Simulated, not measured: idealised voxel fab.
The document below concerns the process module designated voxel transistor to metal.
Square cells of 5 nm make up the cross-section cut, whose width is 210 nm.
Cross-section layout: square cells on a grid; listed as bands, top to bottom; a band spans one or more cell rows. Per band: top height and bottom height in nm, followed by the left-to-right materials and their widths in nm; "throughout" marks a single material spanning edge to edge, "empty" marks empty space. Convention: height 0 is the level below which the wafer, as received, is all one material. The lowest band does not terminate at the bottom but continues downward, represented as "0..down". Read "30->40" as a graded width: first number on top, second number at the bottom, same change between each pair of neighbouring rows. The designation "nothing different", where it is given for a processing step, indicates that no cell of the cross-section was altered in the course of that step. "Closed cavity list" contains a list of empty spaces, each no smaller than 8 cells and without an open way to the top, written in the form width x height at distance with the distance from the left edge and all three in nm. What comes after the settings on a step's line is commentary from the simulator itself on that step. overlay nm: mask right of planned place by this much (step with mask). Neg. = left.

The steps planned for the process are as follows:
1. RECEIVE (material Si)
2. CONFORMAL_DEP (material SiO2; thk nm 5)
3. CONFORMAL_DEP (material SiN; thk nm 10)
4. DIRECTIONAL_DEP (material aC; thk nm 10)
5. PATTERN (tone cover; mask id ACTIVE; material resist; width nm 135; thk nm 30; overlay nm 0)
6. DIRECTIONAL_ETCH (etch materials aC; depth nm 10)
7. STRIP (etch materials resist)
8. DIRECTIONAL_ETCH (etch materials SiN; depth nm 10)
9. DIRECTIONAL_ETCH (etch materials SiO2; depth nm 5)
10. DIRECTIONAL_ETCH (etch materials Si; depth nm 25)
11. STRIP (etch materials aC)
12. OXIDIZE (depth nm 5)
13. FILL_DEP (material SiO2; thk nm 15)
14. CMP (height nm 15)
15. SELECTIVE_ETCH (etch materials SiO2; depth nm 5)
16. STRIP (etch materials SiN)
17. SELECTIVE_ETCH (etch materials SiO2; depth nm 5)
18. OXIDIZE (depth nm 5)
19. DIRECTIONAL_DEP (material polySi; thk nm 20)
20. DIRECTIONAL_DEP (material SiCN; thk nm 15)
21. DIRECTIONAL_DEP (material aC; thk nm 10)
22. PATTERN (tone cover; mask id GATE; material resist; width nm 35; thk nm 25; overlay nm 0)
23. DIRECTIONAL_ETCH (etch materials aC; depth nm 10)
24. STRIP (etch materials resist)
25. DIRECTIONAL_ETCH (etch materials SiCN; depth nm 25)
26. DIRECTIONAL_ETCH (etch materials polySi; depth nm 30)
27. STRIP (etch materials aC)
28. CONFORMAL_DEP (material SiO2; thk nm 5)
29. DIRECTIONAL_ETCH (etch materials SiO2; depth nm 5)
30. CONFORMAL_DEP (material SiN; thk nm 5)
31. DIRECTIONAL_ETCH (etch materials SiN; depth nm 5)
32. DIRECTIONAL_ETCH (etch materials SiO2; depth nm 5)
33. EPI (material pSi; thk nm 5)
34. FILL_DEP (material SiO2; thk nm 10)
35. CMP (height nm 20)
36. STRIP (etch materials polySi)
37. SELECTIVE_ETCH (etch materials SiO2; depth nm 5)
38. CONFORMAL_DEP (material HfO2; thk nm 5)
39. CONFORMAL_DEP (material TiN; thk nm 5)
40. FILL_DEP (material W; thk nm 10)
41. CMP (height nm 15)
42. DIRECTIONAL_DEP (material SiO2; thk nm 15)
43. MASKED_ETCH (tone open; mask id CONTACT; width nm 20; pitch nm 95; etch materials SiO2; depth nm 30; overlay nm 0)
44. CONFORMAL_DEP (material TiN; thk nm 5)
45. FILL_DEP (material W; thk nm 10)
46. CMP (height nm 30)
47. CONFORMAL_DEP (material SiN; thk nm 5)
48. DIRECTIONAL_DEP (material SiO2; thk nm 15)
49. PATTERN (tone open; mask id METAL_1; material resist; width nm 20; pitch nm 95; thk nm 20; overlay nm 0)
50. DIRECTIONAL_ETCH (etch materials SiO2; depth nm 15)
51. DIRECTIONAL_ETCH (etch materials SiN; depth nm 5)
52. STRIP (etch materials resist)
53. CONFORMAL_DEP (material TiN; thk nm 5)
54. FILL_DEP (material Cu; thk nm 10)
55. CMP (height nm 50)
56. EPI (material Ru; thk nm 5)
57. FILL_DEP (material SiCN; thk nm 5)

Wafer, first of two, run as planned:

Shown in cross-section is the wafer as received, that is, as it stands after step 1:
	0..down | Si throughout
	Closed cavity list: none

After step 2, in cross-section:
	5..0 | SiO2 throughout
	Below 0, the layers are the same as they were.

After step 3, in cross-section:
	15..5 | SiN throughout
	Below 5, the layers are the same as they were.

After step 4, in cross-section:
	25..15 | aC throughout
	Below 15, the layers are the same as they were.

After step 5, in cross-section:
	55..25 | 35 nm empty | 135 nm resist | 40 nm empty
	Below 25, the layers are the same as they were.

After step 6, in cross-section:
	45..25 | 35 nm empty | 135 nm resist | 40 nm empty
	25..15 | 35 nm empty | 135 nm aC | 40 nm empty
	Below 15, the layers are the same as they were.

After step 7, in cross-section:
	25..15 | 35 nm empty | 135 nm aC | 40 nm empty
	Below 15, the layers are the same as they were.

After step 8, in cross-section:
	25..15 | 35 nm empty | 135 nm aC | 40 nm empty
	15..5 | 35 nm empty | 135 nm SiN | 40 nm empty
	Below 5, the layers are the same as they were.

After step 9, in cross-section:
	25..15 | 35 nm empty | 135 nm aC | 40 nm empty
	15..5 | 35 nm empty | 135 nm SiN | 40 nm empty
	5..0 | 35 nm empty | 135 nm SiO2 | 40 nm empty
	Below 0, the layers are the same as they were.

After step 10, in cross-section:
	25..15 | 35 nm empty | 135 nm aC | 40 nm empty
	15..5 | 35 nm empty | 135 nm SiN | 40 nm empty
	5..0 | 35 nm empty | 135 nm SiO2 | 40 nm empty
	0..-25 | 35 nm empty | 135 nm Si | 40 nm empty
	Below -25, the layers are the same as they were.

After step 11, in cross-section:
	15..5 | 35 nm empty | 135 nm SiN | 40 nm empty
	Below 5, the layers are the same as they were.

After step 12, in cross-section:
	15..5 | 35 nm empty | 135 nm SiN | 40 nm empty
	5..0 | 35 nm empty | 135 nm SiO2 | 40 nm empty
	0..-25 | 35 nm empty | 5 nm SiO2 | 125 nm Si | 5 nm SiO2 | 40 nm empty
	-25..-30 | 40 nm SiO2 | 125 nm Si | 45 nm SiO2
	Below -30, the layers are the same as they were.

After step 13, in cross-section:
	30..15 | SiO2 throughout
	15..5 | 35 nm SiO2 | 135 nm SiN | 40 nm SiO2
	5..0 | SiO2 throughout
	0..-30 | 40 nm SiO2 | 125 nm Si | 45 nm SiO2
	Below -30, the layers are the same as they were.

After step 14, in cross-section:
	15..5 | 35 nm SiO2 | 135 nm SiN | 40 nm SiO2
	Below 5, the layers are the same as they were.

After step 15, in cross-section:
	15..10 | 35 nm empty | 135 nm SiN | 40 nm empty
	Below 10, the layers are the same as they were.

After step 16, in cross-section:
	10..5 | 35 nm SiO2 | 135 nm empty | 40 nm SiO2
	Below 5, the layers are the same as they were.

After step 17, in cross-section:
	5..0 | 30 nm SiO2 | 145 nm empty | 35 nm SiO2
	Below 0, the layers are the same as they were.

After step 18, in cross-section:
	5..0 | 30 nm SiO2 | 145 nm empty | 35 nm SiO2
	0..-5 | SiO2 throughout
	Below -5, the layers are the same as they were.

After step 19, in cross-section:
	25..20 | 30 nm polySi | 145 nm empty | 35 nm polySi
	20..5 | polySi throughout
	5..0 | 30 nm SiO2 | 145 nm polySi | 35 nm SiO2
	Below 0, the layers are the same as they were.

After step 20, in cross-section:
	40..35 | 30 nm SiCN | 145 nm empty | 35 nm SiCN
	35..25 | SiCN throughout
	25..20 | 30 nm polySi | 145 nm SiCN | 35 nm polySi
	Below 20, the layers are the same as they were.

After step 21, in cross-section:
	50..45 | 30 nm aC | 145 nm empty | 35 nm aC
	45..40 | aC throughout
	40..35 | 30 nm SiCN | 145 nm aC | 35 nm SiCN
	Below 35, the layers are the same as they were.

After step 22, in cross-section:
	75..50 | 85 nm empty | 35 nm resist | 90 nm empty
	50..45 | 30 nm aC | 55 nm empty | 35 nm resist | 55 nm empty | 35 nm aC
	Below 45, the layers are the same as they were.

After step 23, in cross-section:
	65..45 | 85 nm empty | 35 nm resist | 90 nm empty
	45..40 | 85 nm empty | 35 nm aC | 90 nm empty
	40..35 | 30 nm SiCN | 55 nm empty | 35 nm aC | 55 nm empty | 35 nm SiCN
	Below 35, the layers are the same as they were.

After step 24, in cross-section:
	45..40 | 85 nm empty | 35 nm aC | 90 nm empty
	Below 40, the layers are the same as they were.

After step 25, in cross-section:
	45..35 | 85 nm empty | 35 nm aC | 90 nm empty
	35..25 | 85 nm empty | 35 nm SiCN | 90 nm empty
	25..20 | 30 nm polySi | 55 nm empty | 35 nm SiCN | 55 nm empty | 35 nm polySi
	Below 20, the layers are the same as they were.

After step 26, in cross-section:
	45..35 | 85 nm empty | 35 nm aC | 90 nm empty
	35..20 | 85 nm empty | 35 nm SiCN | 90 nm empty
	20..5 | 85 nm empty | 35 nm polySi | 90 nm empty
	5..0 | 30 nm SiO2 | 55 nm empty | 35 nm polySi | 55 nm empty | 35 nm SiO2
	Below 0, the layers are the same as they were.

After step 27, in cross-section:
	35..20 | 85 nm empty | 35 nm SiCN | 90 nm empty
	Below 20, the layers are the same as they were.

After step 28, in cross-section:
	40..35 | 80 nm empty | 45 nm SiO2 | 85 nm empty
	35..20 | 80 nm empty | 5 nm SiO2 | 35 nm SiCN | 5 nm SiO2 | 85 nm empty
	20..10 | 80 nm empty | 5 nm SiO2 | 35 nm polySi | 5 nm SiO2 | 85 nm empty
	10..5 | 35 nm SiO2 | 45 nm empty | 5 nm SiO2 | 35 nm polySi | 5 nm SiO2 | 45 nm empty | 40 nm SiO2
	5..0 | 85 nm SiO2 | 35 nm polySi | 90 nm SiO2
	Below 0, the layers are the same as they were.

After step 29, in cross-section:
	35..20 | 80 nm empty | 5 nm SiO2 | 35 nm SiCN | 5 nm SiO2 | 85 nm empty
	20..5 | 80 nm empty | 5 nm SiO2 | 35 nm polySi | 5 nm SiO2 | 85 nm empty
	5..0 | 35 nm SiO2 | 45 nm empty | 5 nm SiO2 | 35 nm polySi | 5 nm SiO2 | 45 nm empty | 40 nm SiO2
	Below 0, the layers are the same as they were.

After step 30, in cross-section:
	40..35 | 75 nm empty | 55 nm SiN | 80 nm empty
	35..20 | 75 nm empty | 5 nm SiN | 5 nm SiO2 | 35 nm SiCN | 5 nm SiO2 | 5 nm SiN | 80 nm empty
	20..10 | 75 nm empty | 5 nm SiN | 5 nm SiO2 | 35 nm polySi | 5 nm SiO2 | 5 nm SiN | 80 nm empty
	10..5 | 40 nm SiN | 35 nm empty | 5 nm SiN | 5 nm SiO2 | 35 nm polySi | 5 nm SiO2 | 5 nm SiN | 35 nm empty | 45 nm SiN
	5..0 | 35 nm SiO2 | 45 nm SiN | 5 nm SiO2 | 35 nm polySi | 5 nm SiO2 | 45 nm SiN | 40 nm SiO2
	Below 0, the layers are the same as they were.

After step 31, in cross-section:
	35..20 | 75 nm empty | 5 nm SiN | 5 nm SiO2 | 35 nm SiCN | 5 nm SiO2 | 5 nm SiN | 80 nm empty
	20..5 | 75 nm empty | 5 nm SiN | 5 nm SiO2 | 35 nm polySi | 5 nm SiO2 | 5 nm SiN | 80 nm empty
	5..0 | 35 nm SiO2 | 5 nm SiN | 35 nm empty | 5 nm SiN | 5 nm SiO2 | 35 nm polySi | 5 nm SiO2 | 5 nm SiN | 35 nm empty | 5 nm SiN | 40 nm SiO2
	Below 0, the layers are the same as they were.

After step 32, in cross-section:
	35..30 | 75 nm empty | 5 nm SiN | 5 nm empty | 35 nm SiCN | 5 nm empty | 5 nm SiN | 80 nm empty
	30..20 | 75 nm empty | 5 nm SiN | 5 nm SiO2 | 35 nm SiCN | 5 nm SiO2 | 5 nm SiN | 80 nm empty
	20..5 | 75 nm empty | 5 nm SiN | 5 nm SiO2 | 35 nm polySi | 5 nm SiO2 | 5 nm SiN | 80 nm empty
	5..0 | 35 nm empty | 5 nm SiN | 35 nm empty | 5 nm SiN | 5 nm SiO2 | 35 nm polySi | 5 nm SiO2 | 5 nm SiN | 35 nm empty | 5 nm SiN | 40 nm empty
	0..-5 | 40 nm SiO2 | 35 nm empty | 55 nm SiO2 | 35 nm empty | 45 nm SiO2
	Below -5, the layers are the same as they were.

After step 33, in cross-section:
	35..30 | 75 nm empty | 5 nm SiN | 5 nm empty | 35 nm SiCN | 5 nm empty | 5 nm SiN | 80 nm empty
	30..20 | 75 nm empty | 5 nm SiN | 5 nm SiO2 | 35 nm SiCN | 5 nm SiO2 | 5 nm SiN | 80 nm empty
	20..5 | 75 nm empty | 5 nm SiN | 5 nm SiO2 | 35 nm polySi | 5 nm SiO2 | 5 nm SiN | 80 nm empty
	5..0 | 35 nm empty | 5 nm SiN | 35 nm empty | 5 nm SiN | 5 nm SiO2 | 35 nm polySi | 5 nm SiO2 | 5 nm SiN | 35 nm empty | 5 nm SiN | 40 nm empty
	0..-5 | 40 nm SiO2 | 35 nm pSi | 55 nm SiO2 | 35 nm pSi | 45 nm SiO2
	Below -5, the layers are the same as they were.

After step 34, in cross-section:
	45..35 | SiO2 throughout
	35..20 | 75 nm SiO2 | 5 nm SiN | 5 nm SiO2 | 35 nm SiCN | 5 nm SiO2 | 5 nm SiN | 80 nm SiO2
	20..5 | 75 nm SiO2 | 5 nm SiN | 5 nm SiO2 | 35 nm polySi | 5 nm SiO2 | 5 nm SiN | 80 nm SiO2
	5..0 | 35 nm SiO2 | 5 nm SiN | 35 nm SiO2 | 5 nm SiN | 5 nm SiO2 | 35 nm polySi | 5 nm SiO2 | 5 nm SiN | 35 nm SiO2 | 5 nm SiN | 40 nm SiO2
	Below 0, the layers are the same as they were.

After step 35, in cross-section:
	20..5 | 75 nm SiO2 | 5 nm SiN | 5 nm SiO2 | 35 nm polySi | 5 nm SiO2 | 5 nm SiN | 80 nm SiO2
	Below 5, the layers are the same as they were.

After step 36, in cross-section:
	20..5 | 75 nm SiO2 | 5 nm SiN | 5 nm SiO2 | 35 nm empty | 5 nm SiO2 | 5 nm SiN | 80 nm SiO2
	5..0 | 35 nm SiO2 | 5 nm SiN | 35 nm SiO2 | 5 nm SiN | 5 nm SiO2 | 35 nm empty | 5 nm SiO2 | 5 nm SiN | 35 nm SiO2 | 5 nm SiN | 40 nm SiO2
	Below 0, the layers are the same as they were.

After step 37, in cross-section:
	20..15 | 75 nm empty | 5 nm SiN | 45 nm empty | 5 nm SiN | 80 nm empty
	15..5 | 75 nm SiO2 | 5 nm SiN | 45 nm empty | 5 nm SiN | 80 nm SiO2
	5..0 | 35 nm SiO2 | 5 nm SiN | 35 nm SiO2 | 5 nm SiN | 45 nm empty | 5 nm SiN | 35 nm SiO2 | 5 nm SiN | 40 nm SiO2
	0..-5 | 40 nm SiO2 | 35 nm pSi | 5 nm SiO2 | 45 nm empty | 5 nm SiO2 | 35 nm pSi | 45 nm SiO2
	Below -5, the layers are the same as they were.

After step 38, in cross-section:
	25..20 | 70 nm empty | 15 nm HfO2 | 35 nm empty | 15 nm HfO2 | 75 nm empty
	20..15 | 75 nm HfO2 | 5 nm SiN | 5 nm HfO2 | 35 nm empty | 5 nm HfO2 | 5 nm SiN | 80 nm HfO2
	15..5 | 75 nm SiO2 | 5 nm SiN | 5 nm HfO2 | 35 nm empty | 5 nm HfO2 | 5 nm SiN | 80 nm SiO2
	5..0 | 35 nm SiO2 | 5 nm SiN | 35 nm SiO2 | 5 nm SiN | 5 nm HfO2 | 35 nm empty | 5 nm HfO2 | 5 nm SiN | 35 nm SiO2 | 5 nm SiN | 40 nm SiO2
	0..-5 | 40 nm SiO2 | 35 nm pSi | 5 nm SiO2 | 45 nm HfO2 | 5 nm SiO2 | 35 nm pSi | 45 nm SiO2
	Below -5, the layers are the same as they were.

After step 39, in cross-section:
	30..25 | 65 nm empty | 25 nm TiN | 25 nm empty | 25 nm TiN | 70 nm empty
	25..20 | 70 nm TiN | 15 nm HfO2 | 5 nm TiN | 25 nm empty | 5 nm TiN | 15 nm HfO2 | 75 nm TiN
	20..15 | 75 nm HfO2 | 5 nm SiN | 5 nm HfO2 | 5 nm TiN | 25 nm empty | 5 nm TiN | 5 nm HfO2 | 5 nm SiN | 80 nm HfO2
	15..5 | 75 nm SiO2 | 5 nm SiN | 5 nm HfO2 | 5 nm TiN | 25 nm empty | 5 nm TiN | 5 nm HfO2 | 5 nm SiN | 80 nm SiO2
	5..0 | 35 nm SiO2 | 5 nm SiN | 35 nm SiO2 | 5 nm SiN | 5 nm HfO2 | 35 nm TiN | 5 nm HfO2 | 5 nm SiN | 35 nm SiO2 | 5 nm SiN | 40 nm SiO2
	Below 0, the layers are the same as they were.

After step 40, in cross-section:
	40..30 | W throughout
	30..25 | 65 nm W | 25 nm TiN | 25 nm W | 25 nm TiN | 70 nm W
	25..20 | 70 nm TiN | 15 nm HfO2 | 5 nm TiN | 25 nm W | 5 nm TiN | 15 nm HfO2 | 75 nm TiN
	20..15 | 75 nm HfO2 | 5 nm SiN | 5 nm HfO2 | 5 nm TiN | 25 nm W | 5 nm TiN | 5 nm HfO2 | 5 nm SiN | 80 nm HfO2
	15..5 | 75 nm SiO2 | 5 nm SiN | 5 nm HfO2 | 5 nm TiN | 25 nm W | 5 nm TiN | 5 nm HfO2 | 5 nm SiN | 80 nm SiO2
	Below 5, the layers are the same as they were.

After step 41, in cross-section:
	15..5 | 75 nm SiO2 | 5 nm SiN | 5 nm HfO2 | 5 nm TiN | 25 nm W | 5 nm TiN | 5 nm HfO2 | 5 nm SiN | 80 nm SiO2
	Below 5, the layers are the same as they were.

After step 42, in cross-section:
	30..15 | SiO2 throughout
	Below 15, the layers are the same as they were.

After step 43, in cross-section:
	30..15 | 45 nm SiO2 | 20 nm empty | 75 nm SiO2 | 20 nm empty | 50 nm SiO2
	15..5 | 45 nm SiO2 | 20 nm empty | 10 nm SiO2 | 5 nm SiN | 5 nm HfO2 | 5 nm TiN | 25 nm W | 5 nm TiN | 5 nm HfO2 | 5 nm SiN | 10 nm SiO2 | 20 nm empty | 50 nm SiO2
	5..0 | 35 nm SiO2 | 5 nm SiN | 5 nm SiO2 | 20 nm empty | 10 nm SiO2 | 5 nm SiN | 5 nm HfO2 | 35 nm TiN | 5 nm HfO2 | 5 nm SiN | 10 nm SiO2 | 20 nm empty | 5 nm SiO2 | 5 nm SiN | 40 nm SiO2
	Below 0, the layers are the same as they were.

After step 44, in cross-section:
	35..30 | 50 nm TiN | 10 nm empty | 85 nm TiN | 10 nm empty | 55 nm TiN
	30..15 | 45 nm SiO2 | 5 nm TiN | 10 nm empty | 5 nm TiN | 75 nm SiO2 | 5 nm TiN | 10 nm empty | 5 nm TiN | 50 nm SiO2
	15..5 | 45 nm SiO2 | 5 nm TiN | 10 nm empty | 5 nm TiN | 10 nm SiO2 | 5 nm SiN | 5 nm HfO2 | 5 nm TiN | 25 nm W | 5 nm TiN | 5 nm HfO2 | 5 nm SiN | 10 nm SiO2 | 5 nm TiN | 10 nm empty | 5 nm TiN | 50 nm SiO2
	5..0 | 35 nm SiO2 | 5 nm SiN | 5 nm SiO2 | 20 nm TiN | 10 nm SiO2 | 5 nm SiN | 5 nm HfO2 | 35 nm TiN | 5 nm HfO2 | 5 nm SiN | 10 nm SiO2 | 20 nm TiN | 5 nm SiO2 | 5 nm SiN | 40 nm SiO2
	Below 0, the layers are the same as they were.

After step 45, in cross-section:
	45..35 | W throughout
	35..30 | 50 nm TiN | 10 nm W | 85 nm TiN | 10 nm W | 55 nm TiN
	30..15 | 45 nm SiO2 | 5 nm TiN | 10 nm W | 5 nm TiN | 75 nm SiO2 | 5 nm TiN | 10 nm W | 5 nm TiN | 50 nm SiO2
	15..5 | 45 nm SiO2 | 5 nm TiN | 10 nm W | 5 nm TiN | 10 nm SiO2 | 5 nm SiN | 5 nm HfO2 | 5 nm TiN | 25 nm W | 5 nm TiN | 5 nm HfO2 | 5 nm SiN | 10 nm SiO2 | 5 nm TiN | 10 nm W | 5 nm TiN | 50 nm SiO2
	Below 5, the layers are the same as they were.

After step 46, in cross-section:
	30..15 | 45 nm SiO2 | 5 nm TiN | 10 nm W | 5 nm TiN | 75 nm SiO2 | 5 nm TiN | 10 nm W | 5 nm TiN | 50 nm SiO2
	Below 15, the layers are the same as they were.

After step 47, in cross-section:
	35..30 | SiN throughout
	Below 30, the layers are the same as they were.

After step 48, in cross-section:
	50..35 | SiO2 throughout
	Below 35, the layers are the same as they were.

After step 49, in cross-section:
	70..50 | 45 nm resist | 20 nm empty | 75 nm resist | 20 nm empty | 50 nm resist
	Below 50, the layers are the same as they were.

After step 50, in cross-section:
	70..50 | 45 nm resist | 20 nm empty | 75 nm resist | 20 nm empty | 50 nm resist
	50..35 | 45 nm SiO2 | 20 nm empty | 75 nm SiO2 | 20 nm empty | 50 nm SiO2
	Below 35, the layers are the same as they were.

After step 51, in cross-section:
	70..50 | 45 nm resist | 20 nm empty | 75 nm resist | 20 nm empty | 50 nm resist
	50..35 | 45 nm SiO2 | 20 nm empty | 75 nm SiO2 | 20 nm empty | 50 nm SiO2
	35..30 | 45 nm SiN | 20 nm empty | 75 nm SiN | 20 nm empty | 50 nm SiN
	Below 30, the layers are the same as they were.

After step 52, in cross-section:
	50..35 | 45 nm SiO2 | 20 nm empty | 75 nm SiO2 | 20 nm empty | 50 nm SiO2
	Below 35, the layers are the same as they were.

After step 53, in cross-section:
	55..50 | 50 nm TiN | 10 nm empty | 85 nm TiN | 10 nm empty | 55 nm TiN
	50..35 | 45 nm SiO2 | 5 nm TiN | 10 nm empty | 5 nm TiN | 75 nm SiO2 | 5 nm TiN | 10 nm empty | 5 nm TiN | 50 nm SiO2
	35..30 | 45 nm SiN | 20 nm TiN | 75 nm SiN | 20 nm TiN | 50 nm SiN
	Below 30, the layers are the same as they were.

After step 54, in cross-section:
	65..55 | Cu throughout
	55..50 | 50 nm TiN | 10 nm Cu | 85 nm TiN | 10 nm Cu | 55 nm TiN
	50..35 | 45 nm SiO2 | 5 nm TiN | 10 nm Cu | 5 nm TiN | 75 nm SiO2 | 5 nm TiN | 10 nm Cu | 5 nm TiN | 50 nm SiO2
	Below 35, the layers are the same as they were.

After step 55, in cross-section:
	50..35 | 45 nm SiO2 | 5 nm TiN | 10 nm Cu | 5 nm TiN | 75 nm SiO2 | 5 nm TiN | 10 nm Cu | 5 nm TiN | 50 nm SiO2
	Below 35, the layers are the same as they were.

After step 56, in cross-section:
	55..50 | 40 nm empty | 30 nm Ru | 65 nm empty | 30 nm Ru | 45 nm empty
	Below 50, the layers are the same as they were.

After step 57, in cross-section:
	60..55 | SiCN throughout
	55..50 | 40 nm SiCN | 30 nm Ru | 65 nm SiCN | 30 nm Ru | 45 nm SiCN
	Below 50, the layers are the same as they were.

Now the other wafer: same start, same recipe, but we messed up one thing when running it. Up to and including step 37 it's the same as the first one:

Cross-section of the second wafer corresponding to the planned conclusion of step 38:
	25..20 | 70 nm empty | 15 nm SiN | 35 nm empty | 15 nm SiN | 75 nm empty
	20..15 | 85 nm SiN | 35 nm empty | 90 nm SiN
	15..5 | 75 nm SiO2 | 10 nm SiN | 35 nm empty | 10 nm SiN | 80 nm SiO2
	5..0 | 35 nm SiO2 | 5 nm SiN | 35 nm SiO2 | 10 nm SiN | 35 nm empty | 10 nm SiN | 35 nm SiO2 | 5 nm SiN | 40 nm SiO2
	0..-5 | 40 nm SiO2 | 35 nm pSi | 5 nm SiO2 | 45 nm SiN | 5 nm SiO2 | 35 nm pSi | 45 nm SiO2
	Below -5, the layers are the same as they were.

Cross-section of the second wafer corresponding to the planned conclusion of step 39:
	30..25 | 65 nm empty | 25 nm TiN | 25 nm empty | 25 nm TiN | 70 nm empty
	25..20 | 70 nm TiN | 15 nm SiN | 5 nm TiN | 25 nm empty | 5 nm TiN | 15 nm SiN | 75 nm TiN
	20..15 | 85 nm SiN | 5 nm TiN | 25 nm empty | 5 nm TiN | 90 nm SiN
	15..5 | 75 nm SiO2 | 10 nm SiN | 5 nm TiN | 25 nm empty | 5 nm TiN | 10 nm SiN | 80 nm SiO2
	5..0 | 35 nm SiO2 | 5 nm SiN | 35 nm SiO2 | 10 nm SiN | 35 nm TiN | 10 nm SiN | 35 nm SiO2 | 5 nm SiN | 40 nm SiO2
	Below 0, the layers are the same as they were.

Cross-section of the second wafer corresponding to the planned conclusion of step 40:
	40..30 | W throughout
	30..25 | 65 nm W | 25 nm TiN | 25 nm W | 25 nm TiN | 70 nm W
	25..20 | 70 nm TiN | 15 nm SiN | 5 nm TiN | 25 nm W | 5 nm TiN | 15 nm SiN | 75 nm TiN
	20..15 | 85 nm SiN | 5 nm TiN | 25 nm W | 5 nm TiN | 90 nm SiN
	15..5 | 75 nm SiO2 | 10 nm SiN | 5 nm TiN | 25 nm W | 5 nm TiN | 10 nm SiN | 80 nm SiO2
	Below 5, the layers are the same as they were.

Cross-section of the second wafer corresponding to the planned conclusion of step 41:
	15..5 | 75 nm SiO2 | 10 nm SiN | 5 nm TiN | 25 nm W | 5 nm TiN | 10 nm SiN | 80 nm SiO2
	Below 5, the layers are the same as they were.

Cross-section of the second wafer corresponding to the planned conclusion of step 42:
	30..15 | SiO2 throughout
	Below 15, the layers are the same as they were.

Cross-section of the second wafer corresponding to the planned conclusion of step 43:
	30..15 | 45 nm SiO2 | 20 nm empty | 75 nm SiO2 | 20 nm empty | 50 nm SiO2
	15..5 | 45 nm SiO2 | 20 nm empty | 10 nm SiO2 | 10 nm SiN | 5 nm TiN | 25 nm W | 5 nm TiN | 10 nm SiN | 10 nm SiO2 | 20 nm empty | 50 nm SiO2
	5..0 | 35 nm SiO2 | 5 nm SiN | 5 nm SiO2 | 20 nm empty | 10 nm SiO2 | 10 nm SiN | 35 nm TiN | 10 nm SiN | 10 nm SiO2 | 20 nm empty | 5 nm SiO2 | 5 nm SiN | 40 nm SiO2
	Below 0, the layers are the same as they were.

Cross-section of the second wafer corresponding to the planned conclusion of step 44:
	35..30 | 50 nm TiN | 10 nm empty | 85 nm TiN | 10 nm empty | 55 nm TiN
	30..15 | 45 nm SiO2 | 5 nm TiN | 10 nm empty | 5 nm TiN | 75 nm SiO2 | 5 nm TiN | 10 nm empty | 5 nm TiN | 50 nm SiO2
	15..5 | 45 nm SiO2 | 5 nm TiN | 10 nm empty | 5 nm TiN | 10 nm SiO2 | 10 nm SiN | 5 nm TiN | 25 nm W | 5 nm TiN | 10 nm SiN | 10 nm SiO2 | 5 nm TiN | 10 nm empty | 5 nm TiN | 50 nm SiO2
	5..0 | 35 nm SiO2 | 5 nm SiN | 5 nm SiO2 | 20 nm TiN | 10 nm SiO2 | 10 nm SiN | 35 nm TiN | 10 nm SiN | 10 nm SiO2 | 20 nm TiN | 5 nm SiO2 | 5 nm SiN | 40 nm SiO2
	Below 0, the layers are the same as they were.

Cross-section of the second wafer corresponding to the planned conclusion of step 45:
	45..35 | W throughout
	35..30 | 50 nm TiN | 10 nm W | 85 nm TiN | 10 nm W | 55 nm TiN
	30..15 | 45 nm SiO2 | 5 nm TiN | 10 nm W | 5 nm TiN | 75 nm SiO2 | 5 nm TiN | 10 nm W | 5 nm TiN | 50 nm SiO2
	15..5 | 45 nm SiO2 | 5 nm TiN | 10 nm W | 5 nm TiN | 10 nm SiO2 | 10 nm SiN | 5 nm TiN | 25 nm W | 5 nm TiN | 10 nm SiN | 10 nm SiO2 | 5 nm TiN | 10 nm W | 5 nm TiN | 50 nm SiO2
	Below 5, the layers are the same as they were.

Cross-section of the second wafer corresponding to the planned conclusion of step 46:
	30..15 | 45 nm SiO2 | 5 nm TiN | 10 nm W | 5 nm TiN | 75 nm SiO2 | 5 nm TiN | 10 nm W | 5 nm TiN | 50 nm SiO2
	Below 15, the layers are the same as they were.

Cross-section of the second wafer corresponding to the planned conclusion of step 47:
	35..30 | SiN throughout
	Below 30, the layers are the same as they were.

Cross-section of the second wafer corresponding to the planned conclusion of step 48:
	50..35 | SiO2 throughout
	Below 35, the layers are the same as they were.

Cross-section of the second wafer corresponding to the planned conclusion of step 49:
	70..50 | 45 nm resist | 20 nm empty | 75 nm resist | 20 nm empty | 50 nm resist
	Below 50, the layers are the same as they were.

Cross-section of the second wafer corresponding to the planned conclusion of step 50:
	70..50 | 45 nm resist | 20 nm empty | 75 nm resist | 20 nm empty | 50 nm resist
	50..35 | 45 nm SiO2 | 20 nm empty | 75 nm SiO2 | 20 nm empty | 50 nm SiO2
	Below 35, the layers are the same as they were.

Cross-section of the second wafer corresponding to the planned conclusion of step 51:
	70..50 | 45 nm resist | 20 nm empty | 75 nm resist | 20 nm empty | 50 nm resist
	50..35 | 45 nm SiO2 | 20 nm empty | 75 nm SiO2 | 20 nm empty | 50 nm SiO2
	35..30 | 45 nm SiN | 20 nm empty | 75 nm SiN | 20 nm empty | 50 nm SiN
	Below 30, the layers are the same as they were.

Cross-section of the second wafer corresponding to the planned conclusion of step 52:
	50..35 | 45 nm SiO2 | 20 nm empty | 75 nm SiO2 | 20 nm empty | 50 nm SiO2
	Below 35, the layers are the same as they were.

Cross-section of the second wafer corresponding to the planned conclusion of step 53:
	55..50 | 50 nm TiN | 10 nm empty | 85 nm TiN | 10 nm empty | 55 nm TiN
	50..35 | 45 nm SiO2 | 5 nm TiN | 10 nm empty | 5 nm TiN | 75 nm SiO2 | 5 nm TiN | 10 nm empty | 5 nm TiN | 50 nm SiO2
	35..30 | 45 nm SiN | 20 nm TiN | 75 nm SiN | 20 nm TiN | 50 nm SiN
	Below 30, the layers are the same as they were.

Cross-section of the second wafer corresponding to the planned conclusion of step 54:
	65..55 | Cu throughout
	55..50 | 50 nm TiN | 10 nm Cu | 85 nm TiN | 10 nm Cu | 55 nm TiN
	50..35 | 45 nm SiO2 | 5 nm TiN | 10 nm Cu | 5 nm TiN | 75 nm SiO2 | 5 nm TiN | 10 nm Cu | 5 nm TiN | 50 nm SiO2
	Below 35, the layers are the same as they were.

Cross-section of the second wafer corresponding to the planned conclusion of step 55:
	50..35 | 45 nm SiO2 | 5 nm TiN | 10 nm Cu | 5 nm TiN | 75 nm SiO2 | 5 nm TiN | 10 nm Cu | 5 nm TiN | 50 nm SiO2
	Below 35, the layers are the same as they were.

Cross-section of the second wafer corresponding to the planned conclusion of step 56:
	55..50 | 40 nm empty | 30 nm Ru | 65 nm empty | 30 nm Ru | 45 nm empty
	Below 50, the layers are the same as they were.

Cross-section of the second wafer corresponding to the planned conclusion of step 57:
	60..55 | SiCN throughout
	55..50 | 40 nm SiCN | 30 nm Ru | 65 nm SiCN | 30 nm Ru | 45 nm SiCN
	Below 50, the layers are the same as they were.
What was done differently from what was planned? the process deviated at step 38: the operation and settings actually run there were CONFORMAL_DEP (material SiN; thk nm 5)
It is noted that, at the conclusion of processing, the second wafer exhibits a higher or lower cell count for certain materials relative to the first: -15 HfO2 | +15 SiN
